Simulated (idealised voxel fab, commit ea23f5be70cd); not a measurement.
process module | voxel self aligned vias
cross-section cut | 270 nm wide | cells 5 nm
A cross-section is a grid of square cells, given in bands from the top down. A band is one or more rows of cells.
Each band's line starts with the height of the band's top and of its bottom, in nm. Then come its materials from left to right, each with its width in nm. One material with "throughout" fills the band from edge to edge. "air" is empty space.
Height 0 is the level under which the wafer as received is all one material. The lowest band goes on downwards, as in "0 down".
A width such as "30 to 40" changes by the same amount from each row of cells to the next, from the band's top row to its bottom row.
"no change" after a step means that no cell of the cross-section changed.
closed voids: empty space of 8 cells or more with no open way to the top, each as width x height at its distance from the left edge, in nm
after a step's settings: what the simulator itself notes on the step
overlay nm, on a step with a mask: how far to the right of its planned place the mask lay; to the left if negative
Each pair below shows a cross-section before one step and the cross-section after it, down to the lowest band that changed. The line under each pair gives the step between them, with its settings. The pairs can come from different runs of this module on the same starting wafer, so a pair continues from the pair above only where its "before" says so.
before
  60 to 50: W throughout
  50 to 45: TiN 70 | W 20 | TiN 35 | W 20 | TiN 35 | W 20 | TiN 70
  45 to 20: SiO2 65 | TiN 5 | W 20 | TiN 5 | SiO2 25 | TiN 5 | W 20 | TiN 5 | SiO2 25 | TiN 5 | W 20 | TiN 5 | SiO2 65
  20 to 15: SiO2 65 | TiN 30 | SiO2 25 | TiN 30 | SiO2 25 | TiN 30 | SiO2 65
  15 to 10: SiCN throughout
  10 to 0: SiO2 throughout
  0 down: Si throughout
  closed voids: none
after
  45 to 20: SiO2 65 | TiN 5 | W 20 | TiN 5 | SiO2 25 | TiN 5 | W 20 | TiN 5 | SiO2 25 | TiN 5 | W 20 | TiN 5 | SiO2 65
  below 20: unchanged
  closed voids: none
the step between: op CMP | height nm 45
before: the cross-section after the pair above
after
  45 to 40: SiO2 65 | air 30 | SiO2 25 | air 30 | SiO2 25 | air 30 | SiO2 65
  below 40: unchanged
  closed voids: none
the step between: op SELECTIVE_ETCH | etch materials W Ru TiN | depth nm 5
before: the cross-section after the pair above
after
  50 to 45: SiN throughout
  45 to 40: SiO2 65 | SiN 30 | SiO2 25 | SiN 30 | SiO2 25 | SiN 30 | SiO2 65
  below 40: unchanged
  closed voids: none
the step between: op FILL_DEP | material SiN | thk nm 5
before: the cross-section after the pair above
after
  45 to 40: SiO2 65 | SiN 30 | SiO2 25 | SiN 30 | SiO2 25 | SiN 30 | SiO2 65
  below 40: unchanged
  closed voids: none
the step between: op CMP | height nm 45
before: the cross-section after the pair above
after
  60 to 45: SiO2 throughout
  below 45: unchanged
  closed voids: none
the step between: op DIRECTIONAL_DEP | material SiO2 | thk nm 15
before: the cross-section after the pair above
after
  70 to 60: aC throughout
  below 60: unchanged
  closed voids: none
the step between: op DIRECTIONAL_DEP | material aC | thk nm 10
before: the cross-section after the pair above
after
  95 to 70: resist 60 | air 40 | resist 70 | air 40 | resist 60
  below 70: unchanged
  closed voids: none
the step between: op PATTERN | tone open | mask id VIAS | material resist | width nm 40 | pitch nm 110 | thk nm 25 | overlay nm 0
before: the cross-section after the pair above
after
  85 to 70: resist 60 | air 40 | resist 70 | air 40 | resist 60
  70 to 60: aC 60 | air 40 | aC 70 | air 40 | aC 60
  below 60: unchanged
  closed voids: none
the step between: op DIRECTIONAL_ETCH | etch materials aC | depth nm 10
before: the cross-section after the pair above
after
  70 to 60: aC 60 | air 40 | aC 70 | air 40 | aC 60
  below 60: unchanged
  closed voids: none
the step between: op STRIP | etch materials resist
before: the cross-section after the pair above
after
  70 to 60: aC 60 | air 40 | aC 70 | air 40 | aC 60
  60 to 45: SiO2 60 | air 40 | SiO2 70 | air 40 | SiO2 60
  below 45: unchanged
  closed voids: none
the step between: op DIRECTIONAL_ETCH | etch materials SiO2 | depth nm 15
before: the cross-section after the pair above
after
  70 to 60: aC 60 | air 40 | aC 70 | air 40 | aC 60
  60 to 45: SiO2 60 | air 40 | SiO2 70 | air 40 | SiO2 60
  45 to 40: SiO2 65 | air 30 | SiO2 25 | SiN 30 | SiO2 25 | air 30 | SiO2 65
  below 40: unchanged
  closed voids: none
the step between: op DIRECTIONAL_ETCH | etch materials SiN | depth nm 5
before: the cross-section after the pair above
after
  60 to 45: SiO2 60 | air 40 | SiO2 70 | air 40 | SiO2 60
  below 45: unchanged
  closed voids: none
the step between: op STRIP | etch materials aC
before: the cross-section after the pair above
after
  65 to 60: TiN 65 | air 30 | TiN 80 | air 30 | TiN 65
  60 to 50: SiO2 60 | TiN 5 | air 30 | TiN 5 | SiO2 70 | TiN 5 | air 30 | TiN 5 | SiO2 60
  50 to 45: SiO2 60 | TiN 10 | air 20 | TiN 10 | SiO2 70 | TiN 10 | air 20 | TiN 10 | SiO2 60
  45 to 40: SiO2 65 | TiN 30 | SiO2 25 | SiN 30 | SiO2 25 | TiN 30 | SiO2 65
  below 40: unchanged
  closed voids: none
the step between: op CONFORMAL_DEP | material TiN | thk nm 5
before: the cross-section after the pair above
after
  70 to 65: Cu throughout
  65 to 60: TiN 65 | Cu 30 | TiN 80 | Cu 30 | TiN 65
  60 to 50: SiO2 60 | TiN 5 | Cu 30 | TiN 5 | SiO2 70 | TiN 5 | Cu 30 | TiN 5 | SiO2 60
  50 to 45: SiO2 60 | TiN 10 | Cu 20 | TiN 10 | SiO2 70 | TiN 10 | Cu 20 | TiN 10 | SiO2 60
  below 45: unchanged
  closed voids: none
the step between: op FILL_DEP | material Cu | thk nm 5
before: the cross-section after the pair above
after
  60 to 50: SiO2 60 | TiN 5 | Cu 30 | TiN 5 | SiO2 70 | TiN 5 | Cu 30 | TiN 5 | SiO2 60
  below 50: unchanged
  closed voids: none
the step between: op CMP | height nm 60
before: the cross-section after the pair above
after
  65 to 60: SiN throughout
  below 60: unchanged
  closed voids: none
the step between: op CONFORMAL_DEP | material SiN | thk nm 5
before
  45 to 15: SiO2 throughout
  15 to 10: SiCN throughout
  10 to 0: SiO2 throughout
  0 down: Si throughout
  closed voids: none
after
  60 to 45: resist 65 | air 20 | resist 35 | air 20 | resist 35 | air 20 | resist 75
  below 45: unchanged
  closed voids: none
the step between: op PATTERN | tone open | mask id LINES | material resist | width nm 20 | pitch nm 55 | thk nm 15 | overlay nm -5
before: the cross-section after the pair above
after
  60 to 45: resist 65 | air 20 | resist 35 | air 20 | resist 35 | air 20 | resist 75
  45 to 15: SiO2 65 | air 20 | SiO2 35 | air 20 | SiO2 35 | air 20 | SiO2 75
  below 15: unchanged
  closed voids: none
the step between: op DIRECTIONAL_ETCH | etch materials SiO2 | depth nm 30
before: the cross-section after the pair above
after
  45 to 15: SiO2 65 | air 20 | SiO2 35 | air 20 | SiO2 35 | air 20 | SiO2 75
  below 15: unchanged
  closed voids: none
the step between: op STRIP | etch materials resist
before: the cross-section after the pair above
after
  50 to 45: TiN 70 | air 10 | TiN 45 | air 10 | TiN 45 | air 10 | TiN 80
  45 to 20: SiO2 65 | TiN 5 | air 10 | TiN 5 | SiO2 35 | TiN 5 | air 10 | TiN 5 | SiO2 35 | TiN 5 | air 10 | TiN 5 | SiO2 75
  20 to 15: SiO2 65 | TiN 20 | SiO2 35 | TiN 20 | SiO2 35 | TiN 20 | SiO2 75
  below 15: unchanged
  closed voids: none
the step between: op CONFORMAL_DEP | material TiN | thk nm 5
before: the cross-section after the pair above
after
  60 to 50: W throughout
  50 to 45: TiN 70 | W 10 | TiN 45 | W 10 | TiN 45 | W 10 | TiN 80
  45 to 20: SiO2 65 | TiN 5 | W 10 | TiN 5 | SiO2 35 | TiN 5 | W 10 | TiN 5 | SiO2 35 | TiN 5 | W 10 | TiN 5 | SiO2 75
  below 20: unchanged
  closed voids: none
the step between: op FILL_DEP | material W | thk nm 10
before: the cross-section after the pair above
after
  45 to 20: SiO2 65 | TiN 5 | W 10 | TiN 5 | SiO2 35 | TiN 5 | W 10 | TiN 5 | SiO2 35 | TiN 5 | W 10 | TiN 5 | SiO2 75
  below 20: unchanged
  closed voids: none
the step between: op CMP | height nm 45
before: the cross-section after the pair above
after
  45 to 40: SiO2 65 | air 20 | SiO2 35 | air 20 | SiO2 35 | air 20 | SiO2 75
  below 40: unchanged
  closed voids: none
the step between: op SELECTIVE_ETCH | etch materials W Ru TiN | depth nm 5
before: the cross-section after the pair above
after
  50 to 45: SiN throughout
  45 to 40: SiO2 65 | SiN 20 | SiO2 35 | SiN 20 | SiO2 35 | SiN 20 | SiO2 75
  below 40: unchanged
  closed voids: none
the step between: op FILL_DEP | material SiN | thk nm 5
before: the cross-section after the pair above
after
  45 to 40: SiO2 65 | SiN 20 | SiO2 35 | SiN 20 | SiO2 35 | SiN 20 | SiO2 75
  below 40: unchanged
  closed voids: none
the step between: op CMP | height nm 45
before: the cross-section after the pair above
after
  60 to 45: SiO2 throughout
  below 45: unchanged
  closed voids: none
the step between: op DIRECTIONAL_DEP | material SiO2 | thk nm 15
before: the cross-section after the pair above
after
  70 to 60: aC throughout
  below 60: unchanged
  closed voids: none
the step between: op DIRECTIONAL_DEP | material aC | thk nm 10
before: the cross-section after the pair above
after
  95 to 70: resist 60 | air 40 | resist 70 | air 40 | resist 60
  below 70: unchanged
  closed voids: none
the step between: op PATTERN | tone open | mask id VIAS | material resist | width nm 40 | pitch nm 110 | thk nm 25 | overlay nm 0
before: the cross-section after the pair above
after
  85 to 70: resist 60 | air 40 | resist 70 | air 40 | resist 60
  70 to 60: aC 60 | air 40 | aC 70 | air 40 | aC 60
  below 60: unchanged
  closed voids: none
the step between: op DIRECTIONAL_ETCH | etch materials aC | depth nm 10
before: the cross-section after the pair above
after
  70 to 60: aC 60 | air 40 | aC 70 | air 40 | aC 60
  below 60: unchanged
  closed voids: none
the step between: op STRIP | etch materials resist
before: the cross-section after the pair above
after
  70 to 60: aC 60 | air 40 | aC 70 | air 40 | aC 60
  60 to 45: SiO2 60 | air 40 | SiO2 70 | air 40 | SiO2 60
  below 45: unchanged
  closed voids: none
the step between: op DIRECTIONAL_ETCH | etch materials SiO2 | depth nm 15
before: the cross-section after the pair above
after
  70 to 60: aC 60 | air 40 | aC 70 | air 40 | aC 60
  60 to 45: SiO2 60 | air 40 | SiO2 70 | air 40 | SiO2 60
  45 to 40: SiO2 65 | air 20 | SiO2 35 | SiN 20 | SiO2 35 | air 20 | SiO2 75
  below 40: unchanged
  closed voids: none
the step between: op DIRECTIONAL_ETCH | etch materials SiN | depth nm 5
before: the cross-section after the pair above
after
  60 to 45: SiO2 60 | air 40 | SiO2 70 | air 40 | SiO2 60
  below 45: unchanged
  closed voids: none
the step between: op STRIP | etch materials aC
before: the cross-section after the pair above
after
  65 to 60: TiN 65 | air 30 | TiN 80 | air 30 | TiN 65
  60 to 50: SiO2 60 | TiN 5 | air 30 | TiN 5 | SiO2 70 | TiN 5 | air 30 | TiN 5 | SiO2 60
  50 to 45: SiO2 60 | TiN 10 | air 10 | TiN 20 | SiO2 70 | TiN 10 | air 10 | TiN 20 | SiO2 60
  45 to 40: SiO2 65 | TiN 20 | SiO2 35 | SiN 20 | SiO2 35 | TiN 20 | SiO2 75
  below 40: unchanged
  closed voids: none
the step between: op CONFORMAL_DEP | material TiN | thk nm 5
before: the cross-section after the pair above
after
  70 to 65: Cu throughout
  65 to 60: TiN 65 | Cu 30 | TiN 80 | Cu 30 | TiN 65
  60 to 50: SiO2 60 | TiN 5 | Cu 30 | TiN 5 | SiO2 70 | TiN 5 | Cu 30 | TiN 5 | SiO2 60
  50 to 45: SiO2 60 | TiN 10 | Cu 10 | TiN 20 | SiO2 70 | TiN 10 | Cu 10 | TiN 20 | SiO2 60
  below 45: unchanged
  closed voids: none
the step between: op FILL_DEP | material Cu | thk nm 5
before: the cross-section after the pair above
after
  60 to 50: SiO2 60 | TiN 5 | Cu 30 | TiN 5 | SiO2 70 | TiN 5 | Cu 30 | TiN 5 | SiO2 60
  below 50: unchanged
  closed voids: none
the step between: op CMP | height nm 60
before: the cross-section after the pair above
after
  65 to 60: SiN throughout
  below 60: unchanged
  closed voids: none
the step between: op CONFORMAL_DEP | material SiN | thk nm 5
before
  50 to 45: TiN 75 | air 10 | TiN 45 | air 10 | TiN 45 | air 10 | TiN 75
  45 to 20: SiO2 70 | TiN 5 | air 10 | TiN 5 | SiO2 35 | TiN 5 | air 10 | TiN 5 | SiO2 35 | TiN 5 | air 10 | TiN 5 | SiO2 70
  20 to 15: SiO2 70 | TiN 20 | SiO2 35 | TiN 20 | SiO2 35 | TiN 20 | SiO2 70
  15 to 10: SiCN throughout
  10 to 0: SiO2 throughout
  0 down: Si throughout
  closed voids: none
after
  60 to 50: SiN throughout
  50 to 45: TiN 75 | SiN 10 | TiN 45 | SiN 10 | TiN 45 | SiN 10 | TiN 75
  45 to 20: SiO2 70 | TiN 5 | SiN 10 | TiN 5 | SiO2 35 | TiN 5 | SiN 10 | TiN 5 | SiO2 35 | TiN 5 | SiN 10 | TiN 5 | SiO2 70
  below 20: unchanged
  closed voids: none
the step between: op FILL_DEP | material SiN | thk nm 10
before: the cross-section after the pair above
after
  45 to 20: SiO2 70 | TiN 5 | SiN 10 | TiN 5 | SiO2 35 | TiN 5 | SiN 10 | TiN 5 | SiO2 35 | TiN 5 | SiN 10 | TiN 5 | SiO2 70
  below 20: unchanged
  closed voids: none
the step between: op CMP | height nm 45
before: the cross-section after the pair above
after
  45 to 40: SiO2 70 | air 5 | SiN 10 | air 5 | SiO2 35 | air 5 | SiN 10 | air 5 | SiO2 35 | air 5 | SiN 10 | air 5 | SiO2 70
  below 40: unchanged
  closed voids: none
the step between: op SELECTIVE_ETCH | etch materials W Ru TiN | depth nm 5
before: the cross-section after the pair above
after
  50 to 45: SiN throughout
  45 to 40: SiO2 70 | SiN 20 | SiO2 35 | SiN 20 | SiO2 35 | SiN 20 | SiO2 70
  below 40: unchanged
  closed voids: none
the step between: op FILL_DEP | material SiN | thk nm 5
before: the cross-section after the pair above
after
  45 to 40: SiO2 70 | SiN 20 | SiO2 35 | SiN 20 | SiO2 35 | SiN 20 | SiO2 70
  below 40: unchanged
  closed voids: none
the step between: op CMP | height nm 45
before: the cross-section after the pair above
after
  60 to 45: SiO2 throughout
  below 45: unchanged
  closed voids: none
the step between: op DIRECTIONAL_DEP | material SiO2 | thk nm 15
before: the cross-section after the pair above
after
  70 to 60: aC throughout
  below 60: unchanged
  closed voids: none
the step between: op DIRECTIONAL_DEP | material aC | thk nm 10
before: the cross-section after the pair above
after
  95 to 70: resist 60 | air 40 | resist 70 | air 40 | resist 60
  below 70: unchanged
  closed voids: none
the step between: op PATTERN | tone open | mask id VIAS | material resist | width nm 40 | pitch nm 110 | thk nm 25 | overlay nm 0
before: the cross-section after the pair above
after
  85 to 70: resist 60 | air 40 | resist 70 | air 40 | resist 60
  70 to 60: aC 60 | air 40 | aC 70 | air 40 | aC 60
  below 60: unchanged
  closed voids: none
the step between: op DIRECTIONAL_ETCH | etch materials aC | depth nm 10
before: the cross-section after the pair above
after
  70 to 60: aC 60 | air 40 | aC 70 | air 40 | aC 60
  below 60: unchanged
  closed voids: none
the step between: op STRIP | etch materials resist
before: the cross-section after the pair above
after
  70 to 60: aC 60 | air 40 | aC 70 | air 40 | aC 60
  60 to 45: SiO2 60 | air 40 | SiO2 70 | air 40 | SiO2 60
  below 45: unchanged
  closed voids: none
the step between: op DIRECTIONAL_ETCH | etch materials SiO2 | depth nm 15
before: the cross-section after the pair above
after
  70 to 60: aC 60 | air 40 | aC 70 | air 40 | aC 60
  60 to 45: SiO2 60 | air 40 | SiO2 70 | air 40 | SiO2 60
  45 to 40: SiO2 70 | air 20 | SiO2 35 | SiN 20 | SiO2 35 | air 20 | SiO2 70
  below 40: unchanged
  closed voids: none
the step between: op DIRECTIONAL_ETCH | etch materials SiN | depth nm 5
before: the cross-section after the pair above
after
  60 to 45: SiO2 60 | air 40 | SiO2 70 | air 40 | SiO2 60
  below 45: unchanged
  closed voids: none
the step between: op STRIP | etch materials aC
before: the cross-section after the pair above
after
  65 to 60: TiN 65 | air 30 | TiN 80 | air 30 | TiN 65
  60 to 50: SiO2 60 | TiN 5 | air 30 | TiN 5 | SiO2 70 | TiN 5 | air 30 | TiN 5 | SiO2 60
  50 to 45: SiO2 60 | TiN 15 | air 10 | TiN 15 | SiO2 70 | TiN 15 | air 10 | TiN 15 | SiO2 60
  45 to 40: SiO2 70 | TiN 20 | SiO2 35 | SiN 20 | SiO2 35 | TiN 20 | SiO2 70
  below 40: unchanged
  closed voids: none
the step between: op CONFORMAL_DEP | material TiN | thk nm 5
before: the cross-section after the pair above
after
  70 to 65: Cu throughout
  65 to 60: TiN 65 | Cu 30 | TiN 80 | Cu 30 | TiN 65
  60 to 50: SiO2 60 | TiN 5 | Cu 30 | TiN 5 | SiO2 70 | TiN 5 | Cu 30 | TiN 5 | SiO2 60
  50 to 45: SiO2 60 | TiN 15 | Cu 10 | TiN 15 | SiO2 70 | TiN 15 | Cu 10 | TiN 15 | SiO2 60
  below 45: unchanged
  closed voids: none
the step between: op FILL_DEP | material Cu | thk nm 5
before: the cross-section after the pair above
after
  60 to 50: SiO2 60 | TiN 5 | Cu 30 | TiN 5 | SiO2 70 | TiN 5 | Cu 30 | TiN 5 | SiO2 60
  below 50: unchanged
  closed voids: none
the step between: op CMP | height nm 60
before: the cross-section after the pair above
after
  65 to 60: SiN throughout
  below 60: unchanged
  closed voids: none
the step between: op CONFORMAL_DEP | material SiN | thk nm 5
before
  45 to 15: SiO2 throughout
  15 to 10: SiCN throughout
  10 to 0: SiO2 throughout
  0 down: Si throughout
  closed voids: none
after
  60 to 45: air 70 | resist 20 | air 35 | resist 20 | air 35 | resist 20 | air 70
  below 45: unchanged
  closed voids: none
the step between: op PATTERN | tone cover | mask id LINES | material resist | width nm 20 | pitch nm 55 | thk nm 15 | overlay nm 0
before: the cross-section after the pair above
after
  60 to 45: air 70 | resist 20 | air 35 | resist 20 | air 35 | resist 20 | air 70
  45 to 15: air 70 | SiO2 20 | air 35 | SiO2 20 | air 35 | SiO2 20 | air 70
  below 15: unchanged
  closed voids: none
the step between: op DIRECTIONAL_ETCH | etch materials SiO2 | depth nm 30
before: the cross-section after the pair above
after
  45 to 15: air 70 | SiO2 20 | air 35 | SiO2 20 | air 35 | SiO2 20 | air 70
  below 15: unchanged
  closed voids: none
the step between: op STRIP | etch materials resist
before: the cross-section after the pair above
after
  50 to 45: air 65 | TiN 30 | air 25 | TiN 30 | air 25 | TiN 30 | air 65
  45 to 20: air 65 | TiN 5 | SiO2 20 | TiN 5 | air 25 | TiN 5 | SiO2 20 | TiN 5 | air 25 | TiN 5 | SiO2 20 | TiN 5 | air 65
  20 to 15: TiN 70 | SiO2 20 | TiN 35 | SiO2 20 | TiN 35 | SiO2 20 | TiN 70
  below 15: unchanged
  closed voids: none
the step between: op CONFORMAL_DEP | material TiN | thk nm 5
before: the cross-section after the pair above
after
  60 to 50: W throughout
  50 to 45: W 65 | TiN 30 | W 25 | TiN 30 | W 25 | TiN 30 | W 65
  45 to 20: W 65 | TiN 5 | SiO2 20 | TiN 5 | W 25 | TiN 5 | SiO2 20 | TiN 5 | W 25 | TiN 5 | SiO2 20 | TiN 5 | W 65
  below 20: unchanged
  closed voids: none
the step between: op FILL_DEP | material W | thk nm 10
before: the cross-section after the pair above
after
  45 to 20: W 65 | TiN 5 | SiO2 20 | TiN 5 | W 25 | TiN 5 | SiO2 20 | TiN 5 | W 25 | TiN 5 | SiO2 20 | TiN 5 | W 65
  below 20: unchanged
  closed voids: none
the step between: op CMP | height nm 45
before: the cross-section after the pair above
after
  45 to 40: air 70 | SiO2 20 | air 35 | SiO2 20 | air 35 | SiO2 20 | air 70
  below 40: unchanged
  closed voids: none
the step between: op SELECTIVE_ETCH | etch materials W Ru TiN | depth nm 5
before: the cross-section after the pair above
after
  50 to 45: SiN throughout
  45 to 40: SiN 70 | SiO2 20 | SiN 35 | SiO2 20 | SiN 35 | SiO2 20 | SiN 70
  below 40: unchanged
  closed voids: none
the step between: op FILL_DEP | material SiN | thk nm 5
before: the cross-section after the pair above
after
  45 to 40: SiN 70 | SiO2 20 | SiN 35 | SiO2 20 | SiN 35 | SiO2 20 | SiN 70
  below 40: unchanged
  closed voids: none
the step between: op CMP | height nm 45
before: the cross-section after the pair above
after
  60 to 45: SiO2 throughout
  below 45: unchanged
  closed voids: none
the step between: op DIRECTIONAL_DEP | material SiO2 | thk nm 15
before: the cross-section after the pair above
after
  70 to 60: aC throughout
  below 60: unchanged
  closed voids: none
the step between: op DIRECTIONAL_DEP | material aC | thk nm 10
before: the cross-section after the pair above
after
  95 to 70: resist 60 | air 40 | resist 70 | air 40 | resist 60
  below 70: unchanged
  closed voids: none
the step between: op PATTERN | tone open | mask id VIAS | material resist | width nm 40 | pitch nm 110 | thk nm 25 | overlay nm 0
before: the cross-section after the pair above
after
  85 to 70: resist 60 | air 40 | resist 70 | air 40 | resist 60
  70 to 60: aC 60 | air 40 | aC 70 | air 40 | aC 60
  below 60: unchanged
  closed voids: none
the step between: op DIRECTIONAL_ETCH | etch materials aC | depth nm 10
before: the cross-section after the pair above
after
  70 to 60: aC 60 | air 40 | aC 70 | air 40 | aC 60
  below 60: unchanged
  closed voids: none
the step between: op STRIP | etch materials resist
before: the cross-section after the pair above
after
  70 to 60: aC 60 | air 40 | aC 70 | air 40 | aC 60
  60 to 45: SiO2 60 | air 40 | SiO2 70 | air 40 | SiO2 60
  below 45: unchanged
  closed voids: none
the step between: op DIRECTIONAL_ETCH | etch materials SiO2 | depth nm 15
before: the cross-section after the pair above
after
  70 to 60: aC 60 | air 40 | aC 70 | air 40 | aC 60
  60 to 45: SiO2 60 | air 40 | SiO2 70 | air 40 | SiO2 60
  45 to 40: SiN 60 | air 10 | SiO2 20 | air 10 | SiN 25 | SiO2 20 | SiN 25 | air 10 | SiO2 20 | air 10 | SiN 60
  below 40: unchanged
  closed voids: none
the step between: op DIRECTIONAL_ETCH | etch materials SiN | depth nm 5
before: the cross-section after the pair above
after
  60 to 45: SiO2 60 | air 40 | SiO2 70 | air 40 | SiO2 60
  below 45: unchanged
  closed voids: none
the step between: op STRIP | etch materials aC
before: the cross-section after the pair above
after
  65 to 60: TiN 65 | air 30 | TiN 80 | air 30 | TiN 65
  60 to 50: SiO2 60 | TiN 5 | air 30 | TiN 5 | SiO2 70 | TiN 5 | air 30 | TiN 5 | SiO2 60
  50 to 45: SiO2 60 | TiN 40 | SiO2 70 | TiN 40 | SiO2 60
  45 to 40: SiN 60 | TiN 10 | SiO2 20 | TiN 10 | SiN 25 | SiO2 20 | SiN 25 | TiN 10 | SiO2 20 | TiN 10 | SiN 60
  below 40: unchanged
  closed voids: none
the step between: op CONFORMAL_DEP | material TiN | thk nm 5
before: the cross-section after the pair above
after
  70 to 65: Cu throughout
  65 to 60: TiN 65 | Cu 30 | TiN 80 | Cu 30 | TiN 65
  60 to 50: SiO2 60 | TiN 5 | Cu 30 | TiN 5 | SiO2 70 | TiN 5 | Cu 30 | TiN 5 | SiO2 60
  below 50: unchanged
  closed voids: none
the step between: op FILL_DEP | material Cu | thk nm 5
before: the cross-section after the pair above
after
  60 to 50: SiO2 60 | TiN 5 | Cu 30 | TiN 5 | SiO2 70 | TiN 5 | Cu 30 | TiN 5 | SiO2 60
  below 50: unchanged
  closed voids: none
the step between: op CMP | height nm 60
before: the cross-section after the pair above
after
  65 to 60: SiN throughout
  below 60: unchanged
  closed voids: none
the step between: op CONFORMAL_DEP | material SiN | thk nm 5
